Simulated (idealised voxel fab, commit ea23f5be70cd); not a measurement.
You're looking at the process module voxel spacer lines.
The figure presents cross-section cut, which has a width of 170 nm and is divided into square cells with an edge length of 5 nm.
When this document writes out a cross-section, it uses a grid of square cells and lists it as bands, beginning at the top and moving down, with a band standing for one or more rows of cells.
Basically the band line says how high the top is and how high the bottom is, in nm, and then what's in it from left to right, every material with its width in nm. Empty space shows up as "empty", and if a single material carries "throughout" it runs the full band edge to edge.
Heights from 0 (as-received wafer is one material below). Bottom band endless downward, as "0 nm and below".
The expression "30 to 40" gives the width at the extremes of the band, the first number at its top row of cells and the second at its bottom row, with the width changing by equal amounts from each row to the next in between.
"nothing was modified" after a step means that no cell of the cross-section changed.
The entry "Closed void list" lists the empty spaces that cover at least 8 cells and have no open path to the top. Each is written as width x height at distance, where the distance is measured from the left edge and all three values are in nm.
It should be noted that, on the line of a given step, the content following the step's settings is a remark produced by the simulator itself with respect to that step.
"overlay nm" answers the question of how far to the right of plan the mask lay on a step that has a mask, and when it is negative the answer is to the left.

The process steps that were planned are listed below:
1,RECEIVE: material Si
2,CONFORMAL_DEP: material Al2O3, thk nm 10
3,DIRECTIONAL_DEP: material TiN, thk nm 10
4,DIRECTIONAL_DEP: material polySi, thk nm 25
5,PATTERN: tone cover, mask id MANDREL, material resist, width nm 15, pitch nm 60, thk nm 35, overlay nm 0
6,DIRECTIONAL_ETCH: etch materials polySi, depth nm 25
7,STRIP: etch materials resist
8,CONFORMAL_DEP: material SiO2, thk nm 15
9,DIRECTIONAL_ETCH: etch materials SiO2, depth nm 15
10,STRIP: etch materials polySi
11,DIRECTIONAL_ETCH: etch materials TiN, depth nm 10
12,STRIP: etch materials SiO2
13,FILL_DEP: material lowk, thk nm 5
14,CMP: height nm 20

The first of two wafers, run as planned:

Shown in cross-section is the wafer as received, that is, as it stands after step 1:
  0 nm and below  Si throughout
  Closed void list: none

Wafer after step 2 (cross-section):
  10 nm to 0 nm  Al2O3 throughout
  Everything under 0 stays put, no change at all.

Wafer after step 3 (cross-section):
  20 nm to 10 nm  TiN throughout
  Everything under 10 stays put, no change at all.

Wafer after step 4 (cross-section):
  45 nm to 20 nm  polySi throughout
  Everything under 20 stays put, no change at all.

Wafer after step 5 (cross-section):
  80 nm to 45 nm  45 empty | 15 resist | 45 empty | 15 resist | 50 empty
  Everything under 45 stays put, no change at all.

Wafer after step 6 (cross-section):
  80 nm to 45 nm  45 empty | 15 resist | 45 empty | 15 resist | 50 empty
  45 nm to 20 nm  45 empty | 15 polySi | 45 empty | 15 polySi | 50 empty
  Everything under 20 stays put, no change at all.

Wafer after step 7 (cross-section):
  45 nm to 20 nm  45 empty | 15 polySi | 45 empty | 15 polySi | 50 empty
  Everything under 20 stays put, no change at all.

Wafer after step 8 (cross-section):
  60 nm to 45 nm  30 empty | 45 SiO2 | 15 empty | 45 SiO2 | 35 empty
  45 nm to 35 nm  30 empty | 15 SiO2 | 15 polySi | 15 SiO2 | 15 empty | 15 SiO2 | 15 polySi | 15 SiO2 | 35 empty
  35 nm to 20 nm  45 SiO2 | 15 polySi | 45 SiO2 | 15 polySi | 50 SiO2
  Everything under 20 stays put, no change at all.

Wafer after step 9 (cross-section):
  45 nm to 20 nm  30 empty | 15 SiO2 | 15 polySi | 15 SiO2 | 15 empty | 15 SiO2 | 15 polySi | 15 SiO2 | 35 empty
  Everything under 20 stays put, no change at all.

Wafer after step 10 (cross-section):
  45 nm to 20 nm  30 empty | 15 SiO2 | 15 empty | 15 SiO2 | 15 empty | 15 SiO2 | 15 empty | 15 SiO2 | 35 empty
  Everything under 20 stays put, no change at all.

Wafer after step 11 (cross-section):
  45 nm to 20 nm  30 empty | 15 SiO2 | 15 empty | 15 SiO2 | 15 empty | 15 SiO2 | 15 empty | 15 SiO2 | 35 empty
  20 nm to 10 nm  30 empty | 15 TiN | 15 empty | 15 TiN | 15 empty | 15 TiN | 15 empty | 15 TiN | 35 empty
  Everything under 10 stays put, no change at all.

Wafer after step 12 (cross-section):
  20 nm to 10 nm  30 empty | 15 TiN | 15 empty | 15 TiN | 15 empty | 15 TiN | 15 empty | 15 TiN | 35 empty
  Everything under 10 stays put, no change at all.

Wafer after step 13 (cross-section):
  25 nm to 20 nm  lowk throughout
  20 nm to 10 nm  30 lowk | 15 TiN | 15 lowk | 15 TiN | 15 lowk | 15 TiN | 15 lowk | 15 TiN | 35 lowk
  Everything under 10 stays put, no change at all.

Wafer after step 14 (cross-section):
  20 nm to 10 nm  30 lowk | 15 TiN | 15 lowk | 15 TiN | 15 lowk | 15 TiN | 15 lowk | 15 TiN | 35 lowk
  Everything under 10 stays put, no change at all.

The remaining wafer, second of the two, started like the first and was run to the same plan, except that one mistake was made along the way; the two coincide through step 4, inclusive:

The second wafer cut through, at the time step 5 was supposed to be finished:
  80 nm to 45 nm  55 empty | 15 resist | 45 empty | 15 resist | 40 empty
  Everything under 45 stays put, no change at all.

The second wafer cut through, at the time step 6 was supposed to be finished:
  80 nm to 45 nm  55 empty | 15 resist | 45 empty | 15 resist | 40 empty
  45 nm to 20 nm  55 empty | 15 polySi | 45 empty | 15 polySi | 40 empty
  Everything under 20 stays put, no change at all.

The second wafer cut through, at the time step 7 was supposed to be finished:
  45 nm to 20 nm  55 empty | 15 polySi | 45 empty | 15 polySi | 40 empty
  Everything under 20 stays put, no change at all.

The second wafer cut through, at the time step 8 was supposed to be finished:
  60 nm to 45 nm  40 empty | 45 SiO2 | 15 empty | 45 SiO2 | 25 empty
  45 nm to 35 nm  40 empty | 15 SiO2 | 15 polySi | 15 SiO2 | 15 empty | 15 SiO2 | 15 polySi | 15 SiO2 | 25 empty
  35 nm to 20 nm  55 SiO2 | 15 polySi | 45 SiO2 | 15 polySi | 40 SiO2
  Everything under 20 stays put, no change at all.

The second wafer cut through, at the time step 9 was supposed to be finished:
  45 nm to 20 nm  40 empty | 15 SiO2 | 15 polySi | 15 SiO2 | 15 empty | 15 SiO2 | 15 polySi | 15 SiO2 | 25 empty
  Everything under 20 stays put, no change at all.

The second wafer cut through, at the time step 10 was supposed to be finished:
  45 nm to 20 nm  40 empty | 15 SiO2 | 15 empty | 15 SiO2 | 15 empty | 15 SiO2 | 15 empty | 15 SiO2 | 25 empty
  Everything under 20 stays put, no change at all.

The second wafer cut through, at the time step 11 was supposed to be finished:
  45 nm to 20 nm  40 empty | 15 SiO2 | 15 empty | 15 SiO2 | 15 empty | 15 SiO2 | 15 empty | 15 SiO2 | 25 empty
  20 nm to 10 nm  40 empty | 15 TiN | 15 empty | 15 TiN | 15 empty | 15 TiN | 15 empty | 15 TiN | 25 empty
  Everything under 10 stays put, no change at all.

The second wafer cut through, at the time step 12 was supposed to be finished:
  20 nm to 10 nm  40 empty | 15 TiN | 15 empty | 15 TiN | 15 empty | 15 TiN | 15 empty | 15 TiN | 25 empty
  Everything under 10 stays put, no change at all.

The second wafer cut through, at the time step 13 was supposed to be finished:
  25 nm to 20 nm  lowk throughout
  20 nm to 10 nm  40 lowk | 15 TiN | 15 lowk | 15 TiN | 15 lowk | 15 TiN | 15 lowk | 15 TiN | 25 lowk
  Everything under 10 stays put, no change at all.

The second wafer cut through, at the time step 14 was supposed to be finished:
  20 nm to 10 nm  40 lowk | 15 TiN | 15 lowk | 15 TiN | 15 lowk | 15 TiN | 15 lowk | 15 TiN | 25 lowk
  Everything under 10 stays put, no change at all.
Deviation noted in wafer processing: step 5, actual vs plan mismatch, actual run PATTERN: tone cover, mask id MANDREL, material resist, width nm 15, pitch nm 60, thk nm 35, overlay nm 10
at the end the second wafer has, in cells: as many of each material as the first, in other places
